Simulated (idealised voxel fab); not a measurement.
You're looking at the process module voxel transistor to metal.
Each square cell in cross-section cut measures 5 nm, and the section as a whole is 175 nm wide.
Each cross-section below is a grid of square cells, stated as bands in top-down order, with one or more rows of cells making up each band. It is stipulated that each band's entry specify, in nanometres, the height of the top of the band and then that of its bottom, followed by the materials of the band in left-to-right sequence, each together with its width in nanometres. A single material marked by the word "all across" is understood to fill the band from edge to edge; the word "empty" is understood to denote empty space. The reference from which all heights are counted is 0, the level beneath which the as-received wafer is entirely one material; the lowest band, having no lower bound, proceeds downward and is written after the example "0..down". Think of "30 to 40" as a width that walks from the first number to the second as you go down the band, top row to bottom row, taking equal-sized steps from row to row. Given "same as before" for a step, no cell of the cross-section differs between before and after that step. The entry titled "Closed internal voids" provides the empty spaces that have no open way to the top, restricted to those of 8 cells or more. Each is presented as width x height at distance, the distance being measured from the left edge, with all three in nm. It should be noted that, on the line of a given step, the content following the step's settings is a remark produced by the simulator itself with respect to that step. For masked steps, "overlay nm" on the step line gives how far right of plan the mask actually lay; a minus sign means it lay to the left. Reading guide: pairs of cross-sections, before and after one process step; after view cut off at lowest changed band; step and settings listed under each pair. Pairs may stem from different runs of this module on the same starting wafer; continuity with the pair above only where the "Status before step" entry states it.
### Status before step
* 25..15 | 40 SiO2  15 empty  60 SiO2  15 empty  45 SiO2
* 15..0 | 40 SiO2  15 empty  5 SiO2  5 SiN  5 TiN  30 W  5 TiN  5 SiN  5 SiO2  15 empty  45 SiO2
* 0..-5 | 30 SiO2  5 SiN  5 SiO2  10 empty  10 nSi  5 SiN  5 TiN  30 W  5 TiN  5 SiN  10 nSi  10 empty  5 SiO2  5 SiN  35 SiO2
* -5..-10 | 40 SiO2  10 empty  10 nSi  5 SiO2  40 TiN  5 SiO2  10 nSi  10 empty  45 SiO2
* -10..-20 | 35 SiO2  25 nSi  50 Si  25 nSi  40 SiO2
* -20..-35 | 35 SiO2  100 Si  40 SiO2
* -35..down | Si all across
* Closed internal voids: none
### Section, Post-Step
* 30..25 | 45 TiN  5 empty  70 TiN  5 empty  50 TiN
* 25..15 | 40 SiO2  5 TiN  5 empty  5 TiN  60 SiO2  5 TiN  5 empty  5 TiN  45 SiO2
* 15..5 | 40 SiO2  5 TiN  5 empty  5 TiN  5 SiO2  5 SiN  5 TiN  30 W  5 TiN  5 SiN  5 SiO2  5 TiN  5 empty  5 TiN  45 SiO2
* 5..0 | 40 SiO2  15 TiN  5 SiO2  5 SiN  5 TiN  30 W  5 TiN  5 SiN  5 SiO2  15 TiN  45 SiO2
* 0..-5 | 30 SiO2  5 SiN  5 SiO2  10 TiN  10 nSi  5 SiN  5 TiN  30 W  5 TiN  5 SiN  10 nSi  10 TiN  5 SiO2  5 SiN  35 SiO2
* -5..-10 | 40 SiO2  10 TiN  10 nSi  5 SiO2  40 TiN  5 SiO2  10 nSi  10 TiN  45 SiO2
* Under the height -10 nothing was changed.
* Closed internal voids: none
Process step bridging the above cross-sections: CONFORMAL_DEP | material TiN | thk nm 5
Status before step: The prior state of this step coincides with the post-step cross-section of the pair just above.
### Section, Post-Step
* 35..30 | Ru all across
* 30..25 | 45 TiN  5 Ru  70 TiN  5 Ru  50 TiN
* 25..15 | 40 SiO2  5 TiN  5 Ru  5 TiN  60 SiO2  5 TiN  5 Ru  5 TiN  45 SiO2
* 15..5 | 40 SiO2  5 TiN  5 Ru  5 TiN  5 SiO2  5 SiN  5 TiN  30 W  5 TiN  5 SiN  5 SiO2  5 TiN  5 Ru  5 TiN  45 SiO2
* Under the height 5 nothing was changed.
* Closed internal voids: none
Process step bridging the above cross-sections: FILL_DEP | material Ru | thk nm 5
Status before step: The prior state of this step coincides with the post-step cross-section of the pair just above.
### Section, Post-Step
* 25..15 | 40 SiO2  5 TiN  5 Ru  5 TiN  60 SiO2  5 TiN  5 Ru  5 TiN  45 SiO2
* Under the height 15 nothing was changed.
* Closed internal voids: none
Process step bridging the above cross-sections: CMP | height nm 25
Status before step: The prior state of this step coincides with the post-step cross-section of the pair just above.
### Section, Post-Step
* 30..25 | TiN all across
* Under the height 25 nothing was changed.
* Closed internal voids: none
Process step bridging the above cross-sections: DIRECTIONAL_DEP | material TiN | thk nm 5
Status before step: The prior state of this step coincides with the post-step cross-section of the pair just above.
### Section, Post-Step
* 55..30 | W all across
* Under the height 30 nothing was changed.
* Closed internal voids: none
Process step bridging the above cross-sections: DIRECTIONAL_DEP | material W | thk nm 25
Status before step: The prior state of this step coincides with the post-step cross-section of the pair just above.
### Section, Post-Step
* 65..55 | aC all across
* Under the height 55 nothing was changed.
* Closed internal voids: none
Process step bridging the above cross-sections: DIRECTIONAL_DEP | material aC | thk nm 10
Status before step: The prior state of this step coincides with the post-step cross-section of the pair just above.
### Section, Post-Step
* 90..65 | 40 empty  15 resist  60 empty  15 resist  45 empty
* Under the height 65 nothing was changed.
* Closed internal voids: none
Process step bridging the above cross-sections: PATTERN | tone cover | mask id METAL_1 | material resist | width nm 15 | pitch nm 75 | thk nm 25 | overlay nm 0
Status before step: The prior state of this step coincides with the post-step cross-section of the pair just above.
### Section, Post-Step
* 80..65 | 40 empty  15 resist  60 empty  15 resist  45 empty
* 65..55 | 40 empty  15 aC  60 empty  15 aC  45 empty
* Under the height 55 nothing was changed.
* Closed internal voids: none
Process step bridging the above cross-sections: DIRECTIONAL_ETCH | etch materials aC | depth nm 10
Status before step: The prior state of this step coincides with the post-step cross-section of the pair just above.
### Section, Post-Step
* 65..55 | 40 empty  15 aC  60 empty  15 aC  45 empty
* Under the height 55 nothing was changed.
* Closed internal voids: none
Process step bridging the above cross-sections: STRIP | etch materials resist
Status before step: The prior state of this step coincides with the post-step cross-section of the pair just above.
### Section, Post-Step
* 65..55 | 40 empty  15 aC  60 empty  15 aC  45 empty
* 55..30 | 40 empty  15 W  60 empty  15 W  45 empty
* Under the height 30 nothing was changed.
* Closed internal voids: none
Process step bridging the above cross-sections: DIRECTIONAL_ETCH | etch materials W | depth nm 25
Status before step: The prior state of this step coincides with the post-step cross-section of the pair just above.
### Section, Post-Step
* 65..55 | 40 empty  15 aC  60 empty  15 aC  45 empty
* 55..30 | 40 empty  15 W  60 empty  15 W  45 empty
* 30..25 | 40 empty  15 TiN  60 empty  15 TiN  45 empty
* Under the height 25 nothing was changed.
* Closed internal voids: none
Process step bridging the above cross-sections: DIRECTIONAL_ETCH | etch materials TiN | depth nm 5
Status before step: The prior state of this step coincides with the post-step cross-section of the pair just above.
### Section, Post-Step
* 55..30 | 40 empty  15 W  60 empty  15 W  45 empty
* Under the height 30 nothing was changed.
* Closed internal voids: none
Process step bridging the above cross-sections: STRIP | etch materials aC
Status before step: The prior state of this step coincides with the post-step cross-section of the pair just above.
### Section, Post-Step
* 60..55 | 35 empty  25 SiCN  50 empty  25 SiCN  40 empty
* 55..30 | 35 empty  5 SiCN  15 W  5 SiCN  50 empty  5 SiCN  15 W  5 SiCN  40 empty
* 30..25 | 40 SiCN  15 TiN  60 SiCN  15 TiN  45 SiCN
* Under the height 25 nothing was changed.
* Closed internal voids: none
Process step bridging the above cross-sections: CONFORMAL_DEP | material SiCN | thk nm 5
Status before step: The prior state of this step coincides with the post-step cross-section of the pair just above.
### Section, Post-Step
* 65..60 | lowk all across
* 60..55 | 35 lowk  25 SiCN  50 lowk  25 SiCN  40 lowk
* 55..30 | 35 lowk  5 SiCN  15 W  5 SiCN  50 lowk  5 SiCN  15 W  5 SiCN  40 lowk
* Under the height 30 nothing was changed.
* Closed internal voids: none
Process step bridging the above cross-sections: FILL_DEP | material lowk | thk nm 5
Status before step: The prior state of this step coincides with the post-step cross-section of the pair just above.
### Section, Post-Step
* 55..30 | 35 lowk  5 SiCN  15 W  5 SiCN  50 lowk  5 SiCN  15 W  5 SiCN  40 lowk
* Under the height 30 nothing was changed.
* Closed internal voids: none
Process step bridging the above cross-sections: CMP | height nm 55
Status before step: The prior state of this step coincides with the post-step cross-section of the pair just above.
### Section, Post-Step
* 60..55 | SiCN all across
* Under the height 55 nothing was changed.
* Closed internal voids: none
Process step bridging the above cross-sections: CONFORMAL_DEP | material SiCN | thk nm 5
### Status before step
* 10..0 | 30 empty  110 SiN  35 empty
* 0..-5 | 30 empty  110 SiO2  35 empty
* -5..-30 | 30 empty  110 Si  35 empty
* -30..down | Si all across
* Closed internal voids: none
### Section, Post-Step
* 10..0 | 30 empty  110 SiN  35 empty
* 0..-5 | 30 empty  110 SiO2  35 empty
* -5..-55 | 30 empty  110 Si  35 empty
* Under the height -55 nothing was changed.
* Closed internal voids: none
Process step bridging the above cross-sections: MASKED_ETCH | tone cover | mask id ACTIVE | width nm 110 | etch materials Si | depth nm 25 | overlay nm 0
Status before step: The prior state of this step coincides with the post-step cross-section of the pair just above.
### Section, Post-Step
* 10..0 | 30 empty  110 SiN  35 empty
* 0..-5 | 30 empty  110 SiO2  35 empty
* -5..-55 | 30 empty  5 SiO2  100 Si  5 SiO2  35 empty
* -55..-60 | 35 SiO2  100 Si  40 SiO2
* Under the height -60 nothing was changed.
* Closed internal voids: none
Process step bridging the above cross-sections: OXIDIZE | depth nm 5
Status before step: The prior state of this step coincides with the post-step cross-section of the pair just above.
### Section, Post-Step
* 15..10 | SiO2 all across
* 10..0 | 30 SiO2  110 SiN  35 SiO2
* 0..-5 | SiO2 all across
* -5..-60 | 35 SiO2  100 Si  40 SiO2
* Under the height -60 nothing was changed.
* Closed internal voids: none
Process step bridging the above cross-sections: FILL_DEP | material SiO2 | thk nm 5
Status before step: The prior state of this step coincides with the post-step cross-section of the pair just above.
### Section, Post-Step
* 10..0 | 30 SiO2  110 SiN  35 SiO2
* Under the height 0 nothing was changed.
* Closed internal voids: none
Process step bridging the above cross-sections: CMP | height nm 10
Status before step: The prior state of this step coincides with the post-step cross-section of the pair just above.
### Section, Post-Step
* 10..5 | 30 empty  110 SiN  35 empty
* Under the height 5 nothing was changed.
* Closed internal voids: none
Process step bridging the above cross-sections: SELECTIVE_ETCH | etch materials SiO2 | depth nm 5
Status before step: The prior state of this step coincides with the post-step cross-section of the pair just above.
### Section, Post-Step
* 5..0 | 30 SiO2  110 empty  35 SiO2
* Under the height 0 nothing was changed.
* Closed internal voids: none
Process step bridging the above cross-sections: STRIP | etch materials SiN
Status before step: The prior state of this step coincides with the post-step cross-section of the pair just above.
### Section, Post-Step
* 0..-5 | 25 SiO2  120 empty  30 SiO2
* Under the height -5 nothing was changed.
* Closed internal voids: none
Process step bridging the above cross-sections: SELECTIVE_ETCH | etch materials SiO2 | depth nm 5
Status before step: The prior state of this step coincides with the post-step cross-section of the pair just above.
### Section, Post-Step
* 0..-5 | 25 SiO2  120 empty  30 SiO2
* -5..-10 | SiO2 all across
* Under the height -10 nothing was changed.
* Closed internal voids: none
Process step bridging the above cross-sections: OXIDIZE | depth nm 5
Status before step: The prior state of this step coincides with the post-step cross-section of the pair just above.
### Section, Post-Step
* 25..20 | 25 polySi  120 empty  30 polySi
* 20..0 | polySi all across
* 0..-5 | 25 SiO2  120 polySi  30 SiO2
* Under the height -5 nothing was changed.
* Closed internal voids: none
Process step bridging the above cross-sections: DIRECTIONAL_DEP | material polySi | thk nm 25
Status before step: The prior state of this step coincides with the post-step cross-section of the pair just above.
### Section, Post-Step
* 40..35 | 25 SiCN  120 empty  30 SiCN
* 35..25 | SiCN all across
* 25..20 | 25 polySi  120 SiCN  30 polySi
* Under the height 20 nothing was changed.
* Closed internal voids: none
Process step bridging the above cross-sections: DIRECTIONAL_DEP | material SiCN | thk nm 15
Status before step: The prior state of this step coincides with the post-step cross-section of the pair just above.
### Section, Post-Step
* 35..25 | 70 empty  30 SiCN  75 empty
* 25..20 | 25 polySi  45 empty  30 SiCN  45 empty  30 polySi
* Under the height 20 nothing was changed.
* Closed internal voids: none
Process step bridging the above cross-sections: MASKED_ETCH | tone cover | mask id GATE | width nm 30 | etch materials SiCN | depth nm 25 | overlay nm 0
Status before step: The prior state of this step coincides with the post-step cross-section of the pair just above.
### Section, Post-Step
* 35..20 | 70 empty  30 SiCN  75 empty
* 20..0 | 70 empty  30 polySi  75 empty
* 0..-5 | 25 SiO2  45 empty  30 polySi  45 empty  30 SiO2
* Under the height -5 nothing was changed.
* Closed internal voids: none
Process step bridging the above cross-sections: MASKED_ETCH | tone cover | mask id GATE | width nm 30 | etch materials polySi | depth nm 35 | overlay nm 0
Status before step: The prior state of this step coincides with the post-step cross-section of the pair just above.
### Section, Post-Step
* 40..35 | 65 empty  40 SiO2  70 empty
* 35..20 | 65 empty  5 SiO2  30 SiCN  5 SiO2  70 empty
* 20..5 | 65 empty  5 SiO2  30 polySi  5 SiO2  70 empty
* 5..0 | 30 SiO2  35 empty  5 SiO2  30 polySi  5 SiO2  35 empty  35 SiO2
* 0..-5 | 70 SiO2  30 polySi  75 SiO2
* Under the height -5 nothing was changed.
* Closed internal voids: none
Process step bridging the above cross-sections: CONFORMAL_DEP | material SiO2 | thk nm 5
Status before step: The prior state of this step coincides with the post-step cross-section of the pair just above.
### Section, Post-Step
* 35..20 | 65 empty  5 SiO2  30 SiCN  5 SiO2  70 empty
* 20..0 | 65 empty  5 SiO2  30 polySi  5 SiO2  70 empty
* 0..-5 | 30 SiO2  35 empty  5 SiO2  30 polySi  5 SiO2  35 empty  35 SiO2
* Under the height -5 nothing was changed.
* Closed internal voids: none
Process step bridging the above cross-sections: DIRECTIONAL_ETCH | etch materials SiO2 | depth nm 5
Status before step: The prior state of this step coincides with the post-step cross-section of the pair just above.
### Section, Post-Step
* 40..35 | 60 empty  50 SiN  65 empty
* 35..20 | 60 empty  5 SiN  5 SiO2  30 SiCN  5 SiO2  5 SiN  65 empty
* 20..5 | 60 empty  5 SiN  5 SiO2  30 polySi  5 SiO2  5 SiN  65 empty
* 5..0 | 35 SiN  25 empty  5 SiN  5 SiO2  30 polySi  5 SiO2  5 SiN  25 empty  40 SiN
* 0..-5 | 30 SiO2  35 SiN  5 SiO2  30 polySi  5 SiO2  35 SiN  35 SiO2
* Under the height -5 nothing was changed.
* Closed internal voids: none
Process step bridging the above cross-sections: CONFORMAL_DEP | material SiN | thk nm 5
Status before step: The prior state of this step coincides with the post-step cross-section of the pair just above.
### Section, Post-Step
* 35..20 | 60 empty  5 SiN  5 SiO2  30 SiCN  5 SiO2  5 SiN  65 empty
* 20..0 | 60 empty  5 SiN  5 SiO2  30 polySi  5 SiO2  5 SiN  65 empty
* 0..-5 | 30 SiO2  5 SiN  25 empty  5 SiN  5 SiO2  30 polySi  5 SiO2  5 SiN  25 empty  5 SiN  35 SiO2
* Under the height -5 nothing was changed.
* Closed internal voids: none
Process step bridging the above cross-sections: DIRECTIONAL_ETCH | etch materials SiN | depth nm 5
Status before step: The prior state of this step coincides with the post-step cross-section of the pair just above.
### Section, Post-Step
* 35..30 | 60 empty  5 SiN  5 empty  30 SiCN  5 empty  5 SiN  65 empty
* 30..20 | 60 empty  5 SiN  5 SiO2  30 SiCN  5 SiO2  5 SiN  65 empty
* 20..0 | 60 empty  5 SiN  5 SiO2  30 polySi  5 SiO2  5 SiN  65 empty
* 0..-5 | 30 empty  5 SiN  25 empty  5 SiN  5 SiO2  30 polySi  5 SiO2  5 SiN  25 empty  5 SiN  35 empty
* -5..-10 | 35 SiO2  25 empty  50 SiO2  25 empty  40 SiO2
* Under the height -10 nothing was changed.
* Closed internal voids: none
Process step bridging the above cross-sections: DIRECTIONAL_ETCH | etch materials SiO2 | depth nm 5
Status before step: The prior state of this step coincides with the post-step cross-section of the pair just above.
### Section, Post-Step
* 35..30 | 60 empty  5 SiN  5 empty  30 SiCN  5 empty  5 SiN  65 empty
* 30..20 | 60 empty  5 SiN  5 SiO2  30 SiCN  5 SiO2  5 SiN  65 empty
* 20..0 | 60 empty  5 SiN  5 SiO2  30 polySi  5 SiO2  5 SiN  65 empty
* 0..-5 | 30 empty  5 SiN  25 empty  5 SiN  5 SiO2  30 polySi  5 SiO2  5 SiN  25 empty  5 SiN  35 empty
* -5..-10 | 35 SiO2  25 empty  50 SiO2  25 empty  40 SiO2
* -10..-20 | 35 SiO2  25 empty  50 Si  25 empty  40 SiO2
* Under the height -20 nothing was changed.
* Closed internal voids: none
Process step bridging the above cross-sections: DIRECTIONAL_ETCH | etch materials Si | depth nm 10
Status before step: The prior state of this step coincides with the post-step cross-section of the pair just above.
### Section, Post-Step
* 35..30 | 60 empty  5 SiN  5 empty  30 SiCN  5 empty  5 SiN  65 empty
* 30..20 | 60 empty  5 SiN  5 SiO2  30 SiCN  5 SiO2  5 SiN  65 empty
* 20..0 | 60 empty  5 SiN  5 SiO2  30 polySi  5 SiO2  5 SiN  65 empty
* 0..-5 | 30 empty  5 SiN  15 empty  10 nSi  5 SiN  5 SiO2  30 polySi  5 SiO2  5 SiN  10 nSi  15 empty  5 SiN  35 empty
* -5..-10 | 35 SiO2  15 empty  10 nSi  50 SiO2  10 nSi  15 empty  40 SiO2
* -10..-20 | 35 SiO2  25 nSi  50 Si  25 nSi  40 SiO2
* Under the height -20 nothing was changed.
* Closed internal voids: none
Process step bridging the above cross-sections: EPI | material nSi | thk nm 10
Status before step: The prior state of this step coincides with the post-step cross-section of the pair just above.
### Section, Post-Step
* 45..35 | SiO2 all across
* 35..20 | 60 SiO2  5 SiN  5 SiO2  30 SiCN  5 SiO2  5 SiN  65 SiO2
* 20..0 | 60 SiO2  5 SiN  5 SiO2  30 polySi  5 SiO2  5 SiN  65 SiO2
* 0..-5 | 30 SiO2  5 SiN  15 SiO2  10 nSi  5 SiN  5 SiO2  30 polySi  5 SiO2  5 SiN  10 nSi  15 SiO2  5 SiN  35 SiO2
* -5..-10 | 50 SiO2  10 nSi  50 SiO2  10 nSi  55 SiO2
* Under the height -10 nothing was changed.
* Closed internal voids: none
Process step bridging the above cross-sections: FILL_DEP | material SiO2 | thk nm 10
Status before step: The prior state of this step coincides with the post-step cross-section of the pair just above.
### Section, Post-Step
* 20..0 | 60 SiO2  5 SiN  5 SiO2  30 polySi  5 SiO2  5 SiN  65 SiO2
* Under the height 0 nothing was changed.
* Closed internal voids: none
Process step bridging the above cross-sections: CMP | height nm 20
Status before step: The prior state of this step coincides with the post-step cross-section of the pair just above.
### Section, Post-Step
* 20..0 | 60 SiO2  5 SiN  5 SiO2  30 empty  5 SiO2  5 SiN  65 SiO2
* 0..-5 | 30 SiO2  5 SiN  15 SiO2  10 nSi  5 SiN  5 SiO2  30 empty  5 SiO2  5 SiN  10 nSi  15 SiO2  5 SiN  35 SiO2
* Under the height -5 nothing was changed.
* Closed internal voids: none
Process step bridging the above cross-sections: STRIP | etch materials polySi
Status before step: The prior state of this step coincides with the post-step cross-section of the pair just above.
### Section, Post-Step
* 20..15 | 60 empty  5 SiN  40 empty  5 SiN  65 empty
* 15..0 | 60 SiO2  5 SiN  40 empty  5 SiN  65 SiO2
* 0..-5 | 30 SiO2  5 SiN  15 SiO2  10 nSi  5 SiN  40 empty  5 SiN  10 nSi  15 SiO2  5 SiN  35 SiO2
* -5..-10 | 50 SiO2  10 nSi  5 SiO2  40 empty  5 SiO2  10 nSi  55 SiO2
* Under the height -10 nothing was changed.
* Closed internal voids: none
Process step bridging the above cross-sections: SELECTIVE_ETCH | etch materials SiO2 | depth nm 5
Status before step: The prior state of this step coincides with the post-step cross-section of the pair just above.
### Section, Post-Step
* 25..20 | 55 empty  15 HfO2  30 empty  15 HfO2  60 empty
* 20..15 | 60 HfO2  5 SiN  5 HfO2  30 empty  5 HfO2  5 SiN  65 HfO2
* 15..0 | 60 SiO2  5 SiN  5 HfO2  30 empty  5 HfO2  5 SiN  65 SiO2
* 0..-5 | 30 SiO2  5 SiN  15 SiO2  10 nSi  5 SiN  5 HfO2  30 empty  5 HfO2  5 SiN  10 nSi  15 SiO2  5 SiN  35 SiO2
* -5..-10 | 50 SiO2  10 nSi  5 SiO2  40 HfO2  5 SiO2  10 nSi  55 SiO2
* Under the height -10 nothing was changed.
* Closed internal voids: none
Process step bridging the above cross-sections: CONFORMAL_DEP | material HfO2 | thk nm 5
Status before step: The prior state of this step coincides with the post-step cross-section of the pair just above.
### Section, Post-Step
* 30..25 | 50 empty  25 TiN  20 empty  25 TiN  55 empty
* 25..20 | 55 TiN  15 HfO2  5 TiN  20 empty  5 TiN  15 HfO2  60 TiN
* 20..15 | 60 HfO2  5 SiN  5 HfO2  5 TiN  20 empty  5 TiN  5 HfO2  5 SiN  65 HfO2
* 15..0 | 60 SiO2  5 SiN  5 HfO2  5 TiN  20 empty  5 TiN  5 HfO2  5 SiN  65 SiO2
* 0..-5 | 30 SiO2  5 SiN  15 SiO2  10 nSi  5 SiN  5 HfO2  30 TiN  5 HfO2  5 SiN  10 nSi  15 SiO2  5 SiN  35 SiO2
* Under the height -5 nothing was changed.
* Closed internal voids: none
Process step bridging the above cross-sections: CONFORMAL_DEP | material TiN | thk nm 5
Status before step: The prior state of this step coincides with the post-step cross-section of the pair just above.
### Section, Post-Step
* 40..30 | W all across
* 30..25 | 50 W  25 TiN  20 W  25 TiN  55 W
* 25..20 | 55 TiN  15 HfO2  5 TiN  20 W  5 TiN  15 HfO2  60 TiN
* 20..15 | 60 HfO2  5 SiN  5 HfO2  5 TiN  20 W  5 TiN  5 HfO2  5 SiN  65 HfO2
* 15..0 | 60 SiO2  5 SiN  5 HfO2  5 TiN  20 W  5 TiN  5 HfO2  5 SiN  65 SiO2
* Under the height 0 nothing was changed.
* Closed internal voids: none
Process step bridging the above cross-sections: FILL_DEP | material W | thk nm 10
Status before step: The prior state of this step coincides with the post-step cross-section of the pair just above.
### Section, Post-Step
* 15..0 | 60 SiO2  5 SiN  5 HfO2  5 TiN  20 W  5 TiN  5 HfO2  5 SiN  65 SiO2
* Under the height 0 nothing was changed.
* Closed internal voids: none
Process step bridging the above cross-sections: CMP | height nm 15
Status before step: The prior state of this step coincides with the post-step cross-section of the pair just above.
### Section, Post-Step
* 25..15 | SiO2 all across
* Under the height 15 nothing was changed.
* Closed internal voids: none
Process step bridging the above cross-sections: DIRECTIONAL_DEP | material SiO2 | thk nm 10
Status before step: The prior state of this step coincides with the post-step cross-section of the pair just above.
### Section, Post-Step
* 40..25 | aC all across
* Under the height 25 nothing was changed.
* Closed internal voids: none
Process step bridging the above cross-sections: DIRECTIONAL_DEP | material aC | thk nm 15
Status before step: The prior state of this step coincides with the post-step cross-section of the pair just above.
### Section, Post-Step
* 75..40 | 40 resist  15 empty  60 resist  15 empty  45 resist
* Under the height 40 nothing was changed.
* Closed internal voids: none
Process step bridging the above cross-sections: PATTERN | tone open | mask id CONTACT | material resist | width nm 15 | pitch nm 75 | thk nm 35 | overlay nm 0
Status before step: The prior state of this step coincides with the post-step cross-section of the pair just above.
### Section, Post-Step
* 60..40 | 40 resist  15 empty  60 resist  15 empty  45 resist
* 40..25 | 40 aC  15 empty  60 aC  15 empty  45 aC
* Under the height 25 nothing was changed.
* Closed internal voids: none
Process step bridging the above cross-sections: DIRECTIONAL_ETCH | etch materials aC | depth nm 15
Status before step: The prior state of this step coincides with the post-step cross-section of the pair just above.
### Section, Post-Step
* 40..25 | 40 aC  15 empty  60 aC  15 empty  45 aC
* Under the height 25 nothing was changed.
* Closed internal voids: none
Process step bridging the above cross-sections: STRIP | etch materials resist
Status before step: The prior state of this step coincides with the post-step cross-section of the pair just above.
### Section, Post-Step
* 40..25 | 40 aC  15 empty  60 aC  15 empty  45 aC
* 25..15 | 40 SiO2  15 empty  60 SiO2  15 empty  45 SiO2
* 15..0 | 40 SiO2  15 empty  5 SiO2  5 SiN  5 HfO2  5 TiN  20 W  5 TiN  5 HfO2  5 SiN  5 SiO2  15 empty  45 SiO2
* 0..-5 | 30 SiO2  5 SiN  5 SiO2  10 empty  10 nSi  5 SiN  5 HfO2  30 TiN  5 HfO2  5 SiN  10 nSi  10 empty  5 SiO2  5 SiN  35 SiO2
* -5..-10 | 40 SiO2  10 empty  10 nSi  5 SiO2  40 HfO2  5 SiO2  10 nSi  10 empty  45 SiO2
* Under the height -10 nothing was changed.
* Closed internal voids: none
Process step bridging the above cross-sections: DIRECTIONAL_ETCH | etch materials SiO2 | depth nm 35
Status before step: The prior state of this step coincides with the post-step cross-section of the pair just above.
### Section, Post-Step
* 25..15 | 40 SiO2  15 empty  60 SiO2  15 empty  45 SiO2
* Under the height 15 nothing was changed.
* Closed internal voids: none
Process step bridging the above cross-sections: STRIP | etch materials aC
Status before step: The prior state of this step coincides with the post-step cross-section of the pair just above.
### Section, Post-Step
* 30..25 | 45 TiN  5 empty  70 TiN  5 empty  50 TiN
* 25..15 | 40 SiO2  5 TiN  5 empty  5 TiN  60 SiO2  5 TiN  5 empty  5 TiN  45 SiO2
* 15..5 | 40 SiO2  5 TiN  5 empty  5 TiN  5 SiO2  5 SiN  5 HfO2  5 TiN  20 W  5 TiN  5 HfO2  5 SiN  5 SiO2  5 TiN  5 empty  5 TiN  45 SiO2
* 5..0 | 40 SiO2  15 TiN  5 SiO2  5 SiN  5 HfO2  5 TiN  20 W  5 TiN  5 HfO2  5 SiN  5 SiO2  15 TiN  45 SiO2
* 0..-5 | 30 SiO2  5 SiN  5 SiO2  10 TiN  10 nSi  5 SiN  5 HfO2  30 TiN  5 HfO2  5 SiN  10 nSi  10 TiN  5 SiO2  5 SiN  35 SiO2
* -5..-10 | 40 SiO2  10 TiN  10 nSi  5 SiO2  40 HfO2  5 SiO2  10 nSi  10 TiN  45 SiO2
* Under the height -10 nothing was changed.
* Closed internal voids: none
Process step bridging the above cross-sections: CONFORMAL_DEP | material TiN | thk nm 5
Status before step: The prior state of this step coincides with the post-step cross-section of the pair just above.
### Section, Post-Step
* 35..30 | Ru all across
* 30..25 | 45 TiN  5 Ru  70 TiN  5 Ru  50 TiN
* 25..15 | 40 SiO2  5 TiN  5 Ru  5 TiN  60 SiO2  5 TiN  5 Ru  5 TiN  45 SiO2
* 15..5 | 40 SiO2  5 TiN  5 Ru  5 TiN  5 SiO2  5 SiN  5 HfO2  5 TiN  20 W  5 TiN  5 HfO2  5 SiN  5 SiO2  5 TiN  5 Ru  5 TiN  45 SiO2
* Under the height 5 nothing was changed.
* Closed internal voids: none
Process step bridging the above cross-sections: FILL_DEP | material Ru | thk nm 5
Status before step: The prior state of this step coincides with the post-step cross-section of the pair just above.
### Section, Post-Step
* 25..15 | 40 SiO2  5 TiN  5 Ru  5 TiN  60 SiO2  5 TiN  5 Ru  5 TiN  45 SiO2
* Under the height 15 nothing was changed.
* Closed internal voids: none
Process step bridging the above cross-sections: CMP | height nm 25
Status before step: The prior state of this step coincides with the post-step cross-section of the pair just above.
### Section, Post-Step
* 30..25 | TiN all across
* Under the height 25 nothing was changed.
* Closed internal voids: none
Process step bridging the above cross-sections: DIRECTIONAL_DEP | material TiN | thk nm 5
Status before step: The prior state of this step coincides with the post-step cross-section of the pair just above.
### Section, Post-Step
* 55..30 | W all across
* Under the height 30 nothing was changed.
* Closed internal voids: none
Process step bridging the above cross-sections: DIRECTIONAL_DEP | material W | thk nm 25
Status before step: The prior state of this step coincides with the post-step cross-section of the pair just above.
### Section, Post-Step
* 65..55 | aC all across
* Under the height 55 nothing was changed.
* Closed internal voids: none
Process step bridging the above cross-sections: DIRECTIONAL_DEP | material aC | thk nm 10
Status before step: The prior state of this step coincides with the post-step cross-section of the pair just above.
### Section, Post-Step
* 90..65 | 40 empty  15 resist  60 empty  15 resist  45 empty
* Under the height 65 nothing was changed.
* Closed internal voids: none
Process step bridging the above cross-sections: PATTERN | tone cover | mask id METAL_1 | material resist | width nm 15 | pitch nm 75 | thk nm 25 | overlay nm 0
Status before step: The prior state of this step coincides with the post-step cross-section of the pair just above.
### Section, Post-Step
* 80..65 | 40 empty  15 resist  60 empty  15 resist  45 empty
* 65..55 | 40 empty  15 aC  60 empty  15 aC  45 empty
* Under the height 55 nothing was changed.
* Closed internal voids: none
Process step bridging the above cross-sections: DIRECTIONAL_ETCH | etch materials aC | depth nm 10
Status before step: The prior state of this step coincides with the post-step cross-section of the pair just above.
### Section, Post-Step
* 65..55 | 40 empty  15 aC  60 empty  15 aC  45 empty
* Under the height 55 nothing was changed.
* Closed internal voids: none
Process step bridging the above cross-sections: STRIP | etch materials resist
Status before step: The prior state of this step coincides with the post-step cross-section of the pair just above.
### Section, Post-Step
* 65..55 | 40 empty  15 aC  60 empty  15 aC  45 empty
* 55..30 | 40 empty  15 W  60 empty  15 W  45 empty
* Under the height 30 nothing was changed.
* Closed internal voids: none
Process step bridging the above cross-sections: DIRECTIONAL_ETCH | etch materials W | depth nm 25
Status before step: The prior state of this step coincides with the post-step cross-section of the pair just above.
### Section, Post-Step
* 65..55 | 40 empty  15 aC  60 empty  15 aC  45 empty
* 55..30 | 40 empty  15 W  60 empty  15 W  45 empty
* 30..25 | 40 empty  15 TiN  60 empty  15 TiN  45 empty
* Under the height 25 nothing was changed.
* Closed internal voids: none
Process step bridging the above cross-sections: DIRECTIONAL_ETCH | etch materials TiN | depth nm 5
Status before step: The prior state of this step coincides with the post-step cross-section of the pair just above.
### Section, Post-Step
* 55..30 | 40 empty  15 W  60 empty  15 W  45 empty
* Under the height 30 nothing was changed.
* Closed internal voids: none
Process step bridging the above cross-sections: STRIP | etch materials aC
Status before step: The prior state of this step coincides with the post-step cross-section of the pair just above.
### Section, Post-Step
* 60..55 | 35 empty  25 SiCN  50 empty  25 SiCN  40 empty
* 55..30 | 35 empty  5 SiCN  15 W  5 SiCN  50 empty  5 SiCN  15 W  5 SiCN  40 empty
* 30..25 | 40 SiCN  15 TiN  60 SiCN  15 TiN  45 SiCN
* Under the height 25 nothing was changed.
* Closed internal voids: none
Process step bridging the above cross-sections: CONFORMAL_DEP | material SiCN | thk nm 5
Status before step: The prior state of this step coincides with the post-step cross-section of the pair just above.
### Section, Post-Step
* 65..60 | lowk all across
* 60..55 | 35 lowk  25 SiCN  50 lowk  25 SiCN  40 lowk
* 55..30 | 35 lowk  5 SiCN  15 W  5 SiCN  50 lowk  5 SiCN  15 W  5 SiCN  40 lowk
* Under the height 30 nothing was changed.
* Closed internal voids: none
Process step bridging the above cross-sections: FILL_DEP | material lowk | thk nm 5
